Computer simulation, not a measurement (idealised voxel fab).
voxel self aligned vias: a process module
In the cross-section labelled cut, the width is 245 nm and each square cell is 5 nm.
Cross-sections here: square-cell grids, written as top-down lists of bands, a band being one or more rows of cells.
Look at the band entry: it leads with the top's height and the bottom's height in nm. Then it lists the materials left to right, with a width in nm for each. The word "throughout" on a single material says that material fills the band edge to edge. The word "empty" is empty space.
Heights are expressed relative to 0, this being the level below which the as-received wafer comprises one material exclusively. The lowest band is unbounded in the downward direction and is denoted as in "0 and below".
The notation "30 to 40" denotes a width that varies across the rows of cells in the band, beginning at the first number in the top row, finishing at the second number in the bottom row, and changing by an identical amount from each row to the next.
Where a step carries "identical to before", the cross-section came out of it unchanged, cell for cell.
Closed-off voids of 8+ cells (no open route to the top) go in "Sealed voids", written width x height at distance from the left edge, in nm.
The remark found on a step's line after its settings is issued by the simulator itself and pertains to that step.
When a step includes a mask, the "overlay nm" setting on its line states how far to the right of its planned place that mask lay, and negative values state how far to the left.
## Planned process steps
1 RECEIVE: material Si
2 CONFORMAL_DEP: material SiO2, thk nm 10
3 CONFORMAL_DEP: material SiCN, thk nm 5
4 DIRECTIONAL_DEP: material lowk, thk nm 25
5 MASKED_ETCH: tone open, mask id LINES, width nm 25, pitch nm 60, etch materials lowk, depth nm 25, overlay nm 0
6 CONFORMAL_DEP: material TiN, thk nm 5
7 FILL_DEP: material W, thk nm 5
8 CMP: height nm 40
9 SELECTIVE_ETCH: etch materials W Ru TiN, depth nm 10
10 FILL_DEP: material SiN, thk nm 5
11 CMP: height nm 40
12 DIRECTIONAL_DEP: material lowk, thk nm 20
13 PATTERN: tone open, mask id VIAS, material resist, width nm 45, pitch nm 60, thk nm 20, overlay nm 0
14 DIRECTIONAL_ETCH: etch materials lowk, depth nm 20
15 DIRECTIONAL_ETCH: etch materials SiN, depth nm 10
16 STRIP: etch materials resist
17 CONFORMAL_DEP: material TiN, thk nm 5
18 FILL_DEP: material Ru, thk nm 5
19 CMP: height nm 60
20 CONFORMAL_DEP: material SiN, thk nm 5
## So, the first of our two wafers, run just as we planned it
## Cross-section of the incoming wafer, state after step 1
- 0 and below  Si throughout
- Sealed voids: none
## After step 2: wafer cross-section
- 10 down to 0  SiO2 throughout
- No changes below 0.
## After step 3: wafer cross-section
- 15 down to 10  SiCN throughout
- No changes below 10.
## After step 4: wafer cross-section
- 40 down to 15  lowk throughout
- No changes below 15.
## After step 5: wafer cross-section
- 40 down to 15  lowk: 80, then empty: 25, then lowk: 35, then empty: 25, then lowk: 80
- No changes below 15.
## After step 6: wafer cross-section
- 45 down to 40  TiN: 85, then empty: 15, then TiN: 45, then empty: 15, then TiN: 85
- 40 down to 20  lowk: 80, then TiN: 5, then empty: 15, then TiN: 5, then lowk: 35, then TiN: 5, then empty: 15, then TiN: 5, then lowk: 80
- 20 down to 15  lowk: 80, then TiN: 25, then lowk: 35, then TiN: 25, then lowk: 80
- No changes below 15.
## After step 7: wafer cross-section
- 50 down to 45  W throughout
- 45 down to 40  TiN: 85, then W: 15, then TiN: 45, then W: 15, then TiN: 85
- 40 down to 20  lowk: 80, then TiN: 5, then W: 15, then TiN: 5, then lowk: 35, then TiN: 5, then W: 15, then TiN: 5, then lowk: 80
- No changes below 20.
## After step 8: wafer cross-section
- 40 down to 20  lowk: 80, then TiN: 5, then W: 15, then TiN: 5, then lowk: 35, then TiN: 5, then W: 15, then TiN: 5, then lowk: 80
- No changes below 20.
## After step 9: wafer cross-section
- 40 down to 30  lowk: 80, then empty: 25, then lowk: 35, then empty: 25, then lowk: 80
- No changes below 30.
## After step 10: wafer cross-section
- 45 down to 40  SiN throughout
- 40 down to 30  lowk: 80, then SiN: 25, then lowk: 35, then SiN: 25, then lowk: 80
- No changes below 30.
## After step 11: wafer cross-section
- 40 down to 30  lowk: 80, then SiN: 25, then lowk: 35, then SiN: 25, then lowk: 80
- No changes below 30.
## After step 12: wafer cross-section
- 60 down to 40  lowk throughout
- No changes below 40.
## After step 13: wafer cross-section
- 80 down to 60  resist: 70, then empty: 45, then resist: 15, then empty: 45, then resist: 70
- No changes below 60.
## After step 14: wafer cross-section
- 80 down to 60  resist: 70, then empty: 45, then resist: 15, then empty: 45, then resist: 70
- 60 down to 40  lowk: 70, then empty: 45, then lowk: 15, then empty: 45, then lowk: 70
- No changes below 40.
## After step 15: wafer cross-section
- 80 down to 60  resist: 70, then empty: 45, then resist: 15, then empty: 45, then resist: 70
- 60 down to 40  lowk: 70, then empty: 45, then lowk: 15, then empty: 45, then lowk: 70
- 40 down to 30  lowk: 80, then empty: 25, then lowk: 35, then empty: 25, then lowk: 80
- No changes below 30.
## After step 16: wafer cross-section
- 60 down to 40  lowk: 70, then empty: 45, then lowk: 15, then empty: 45, then lowk: 70
- No changes below 40.
## After step 17: wafer cross-section
- 65 down to 60  TiN: 75, then empty: 35, then TiN: 25, then empty: 35, then TiN: 75
- 60 down to 45  lowk: 70, then TiN: 5, then empty: 35, then TiN: 5, then lowk: 15, then TiN: 5, then empty: 35, then TiN: 5, then lowk: 70
- 45 down to 35  lowk: 70 to 80, then TiN: 15 to 5, then empty: 15, then TiN: 15 to 5, then lowk: 15 to 35, then TiN: 15 to 5, then empty: 15, then TiN: 15 to 5, then lowk: 70 to 80
- 35 down to 30  lowk: 80, then TiN: 25, then lowk: 35, then TiN: 25, then lowk: 80
- No changes below 30.
## After step 18: wafer cross-section
- 70 down to 65  Ru throughout
- 65 down to 60  TiN: 75, then Ru: 35, then TiN: 25, then Ru: 35, then TiN: 75
- 60 down to 45  lowk: 70, then TiN: 5, then Ru: 35, then TiN: 5, then lowk: 15, then TiN: 5, then Ru: 35, then TiN: 5, then lowk: 70
- 45 down to 35  lowk: 70 to 80, then TiN: 15 to 5, then Ru: 15, then TiN: 15 to 5, then lowk: 15 to 35, then TiN: 15 to 5, then Ru: 15, then TiN: 15 to 5, then lowk: 70 to 80
- No changes below 35.
## After step 19: wafer cross-section
- 60 down to 45  lowk: 70, then TiN: 5, then Ru: 35, then TiN: 5, then lowk: 15, then TiN: 5, then Ru: 35, then TiN: 5, then lowk: 70
- No changes below 45.
## After step 20: wafer cross-section
- 65 down to 60  SiN throughout
- No changes below 60.
## Wafer two of two - same starting point, same process plan, one mistake in execution; matches wafer one up to and including step 13
## At the planned end of step 14, the second wafer in cross-section
- 80 down to 60  resist: 70, then empty: 45, then resist: 15, then empty: 45, then resist: 70
- 60 down to 40  lowk: 70, then empty: 45, then lowk: 15, then empty: 45, then lowk: 70
- 40 down to 30  lowk: 70, then empty: 10, then SiN: 25, then empty: 10, then lowk: 15, then empty: 10, then SiN: 25, then empty: 10, then lowk: 70
- 30 down to 20  lowk: 70, then empty: 10, then TiN: 5, then W: 15, then TiN: 5, then empty: 10, then lowk: 15, then empty: 10, then TiN: 5, then W: 15, then TiN: 5, then empty: 10, then lowk: 70
- No changes below 20.
## At the planned end of step 15, the second wafer in cross-section
- 80 down to 60  resist: 70, then empty: 45, then resist: 15, then empty: 45, then resist: 70
- 60 down to 30  lowk: 70, then empty: 45, then lowk: 15, then empty: 45, then lowk: 70
- No changes below 30.
## At the planned end of step 16, the second wafer in cross-section
- 60 down to 30  lowk: 70, then empty: 45, then lowk: 15, then empty: 45, then lowk: 70
- No changes below 30.
## At the planned end of step 17, the second wafer in cross-section
- 65 down to 60  TiN: 75, then empty: 35, then TiN: 25, then empty: 35, then TiN: 75
- 60 down to 35  lowk: 70, then TiN: 5, then empty: 35, then TiN: 5, then lowk: 15, then TiN: 5, then empty: 35, then TiN: 5, then lowk: 70
- 35 down to 30  lowk: 70, then TiN: 45, then lowk: 15, then TiN: 45, then lowk: 70
- 30 down to 20  lowk: 70, then TiN: 15, then W: 15, then TiN: 15, then lowk: 15, then TiN: 15, then W: 15, then TiN: 15, then lowk: 70
- No changes below 20.
## At the planned end of step 18, the second wafer in cross-section
- 70 down to 65  Ru throughout
- 65 down to 60  TiN: 75, then Ru: 35, then TiN: 25, then Ru: 35, then TiN: 75
- 60 down to 35  lowk: 70, then TiN: 5, then Ru: 35, then TiN: 5, then lowk: 15, then TiN: 5, then Ru: 35, then TiN: 5, then lowk: 70
- No changes below 35.
## At the planned end of step 19, the second wafer in cross-section
- 60 down to 35  lowk: 70, then TiN: 5, then Ru: 35, then TiN: 5, then lowk: 15, then TiN: 5, then Ru: 35, then TiN: 5, then lowk: 70
- No changes below 35.
## At the planned end of step 20, the second wafer in cross-section
- 65 down to 60  SiN throughout
- No changes below 60.
Deviation from plan: step 14 of the plan was carried out twice
The second wafer ends with more or fewer cells of some materials than the first, per final count: Ru +16; TiN +16; lowk -32
